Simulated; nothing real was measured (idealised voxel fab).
A process module follows: voxel gate over fins.
We display cut, a cross-section 225 nm in width whose square cells are each 5 nm.
Throughout this document, each cross-section is represented as a grid of square cells and is presented as a sequence of bands enumerated from the top downward, where a band comprises one or more rows of cells. Band: top and bottom heights (nm) first, top before bottom; then materials from left to right, widths in nm. "edge to edge" marks a sole material filling the band edge to edge. "blank" denotes empty space. For the purposes of this specification, 0 denotes the height below which the wafer in its as-received condition is composed wholly of one material, and the lowermost band, lacking a lower limit, extends downward without end, as expressed in "0 down". The two numbers in a width such as "30..40" mark its ends across the band: the first belongs to the top row of cells, the second to the bottom row, and from each row to the next the width moves by the same amount. "no alteration" means the step left every cell of the cross-section as it was. Entry "Sealed void listing" = empty spaces >= 8 cells with no open way to the top; each as width x height at distance, distance from left edge, all nm. Formally, on a step line, whatever follows the settings is a remark that the simulator itself makes on the step. overlay nm: where the mask lay relative to plan, measured to the right, on steps with a mask; negatives go left.
[The planned process steps are enumerated hereunder]
- 1: RECEIVE with material Si
- 2: CONFORMAL_DEP with material SiN, thk nm 10
- 3: MASKED_ETCH with tone cover, mask id FINS, width nm 15, pitch nm 60, etch materials SiN, depth nm 10, overlay nm 0
- 4: MASKED_ETCH with tone cover, mask id FINS, width nm 15, pitch nm 60, etch materials Si, depth nm 40, overlay nm 0
- 5: OXIDIZE with depth nm 5
- 6: FILL_DEP with material SiO2, thk nm 10
- 7: CMP with height nm 10
- 8: MASKED_ETCH with tone open, mask id RAIL, width nm 15, etch materials SiO2, depth nm 45, overlay nm 0
- 9: CONFORMAL_DEP with material TiN, thk nm 5
- 10: FILL_DEP with material W, thk nm 10
- 11: CMP with height nm 10
- 12: SELECTIVE_ETCH with etch materials W Ru TiN, depth nm 30
- 13: FILL_DEP with material SiO2, thk nm 5
- 14: CMP with height nm 10
- 15: SELECTIVE_ETCH with etch materials SiO2, depth nm 20
- 16: STRIP with etch materials SiN
- 17: CONFORMAL_DEP with material HfO2, thk nm 5
- 18: CONFORMAL_DEP with material TiN, thk nm 5
- 19: FILL_DEP with material W, thk nm 15
- 20: CMP with height nm 20
- 21: CONFORMAL_DEP with material SiCN, thk nm 5
[Cross-section of the wafer at receipt, which is the condition after step 1]
    0 down  Si edge to edge
    Sealed void listing: none
[Cross-section: first of two wafers, module finished, run according to plan]
    25 to 20  SiCN edge to edge
    20 to 10  W edge to edge
    10 to 5  W 40  TiN 25  W 35  TiN 25  W 35  TiN 25  W 40
    5 to 0  W 40  TiN 5  HfO2 15  TiN 5  W 35  TiN 5  HfO2 15  TiN 5  W 35  TiN 5  HfO2 15  TiN 5  W 40
    0 to -5  TiN 45  HfO2 5  Si 5  HfO2 5  TiN 45  HfO2 5  Si 5  HfO2 5  TiN 45  HfO2 5  Si 5  HfO2 5  TiN 45
    -5 to -10  HfO2 50  Si 5  HfO2 55  Si 5  HfO2 55  Si 5  HfO2 50
    -10 to -20  SiO2 50  Si 5  SiO2 55  Si 5  SiO2 55  Si 5  SiO2 50
    -20 to -30  SiO2 50  Si 5  SiO2 20  TiN 5  W 5  TiN 5  SiO2 20  Si 5  SiO2 55  Si 5  SiO2 50
    -30 to -35  SiO2 50  Si 5  SiO2 20  TiN 15  SiO2 20  Si 5  SiO2 55  Si 5  SiO2 50
    -35 to -45  SiO2 50  Si 5  SiO2 55  Si 5  SiO2 55  Si 5  SiO2 50
    -45 down  Si edge to edge
    Sealed void listing: none
[Wafer two (of two), end-of-module cross-section: start = wafer one, plan = wafer one, one run mistake]
    15 to 10  SiCN edge to edge
    10 to 5  W 40  TiN 25  W 35  TiN 25  W 35  TiN 25  W 40
    5 to 0  W 40  TiN 5  HfO2 15  TiN 5  W 35  TiN 5  HfO2 15  TiN 5  W 35  TiN 5  HfO2 15  TiN 5  W 40
    0 to -5  TiN 45  HfO2 5  Si 5  HfO2 5  TiN 45  HfO2 5  Si 5  HfO2 5  TiN 45  HfO2 5  Si 5  HfO2 5  TiN 45
    -5 to -10  HfO2 50  Si 5  HfO2 55  Si 5  HfO2 55  Si 5  HfO2 50
    -10 to -20  SiO2 50  Si 5  SiO2 55  Si 5  SiO2 55  Si 5  SiO2 50
    -20 to -30  SiO2 50  Si 5  SiO2 20  TiN 5  W 5  TiN 5  SiO2 20  Si 5  SiO2 55  Si 5  SiO2 50
    -30 to -35  SiO2 50  Si 5  SiO2 20  TiN 15  SiO2 20  Si 5  SiO2 55  Si 5  SiO2 50
    -35 to -45  SiO2 50  Si 5  SiO2 55  Si 5  SiO2 55  Si 5  SiO2 50
    -45 down  Si edge to edge
    Sealed void listing: none
Deviation from plan: it should be noted that step 20 was executed with settings other than those planned, the operation and settings actually applied being CMP with height nm 10
Cell-count delta at end, second wafer over first, by material: 90 fewer of W
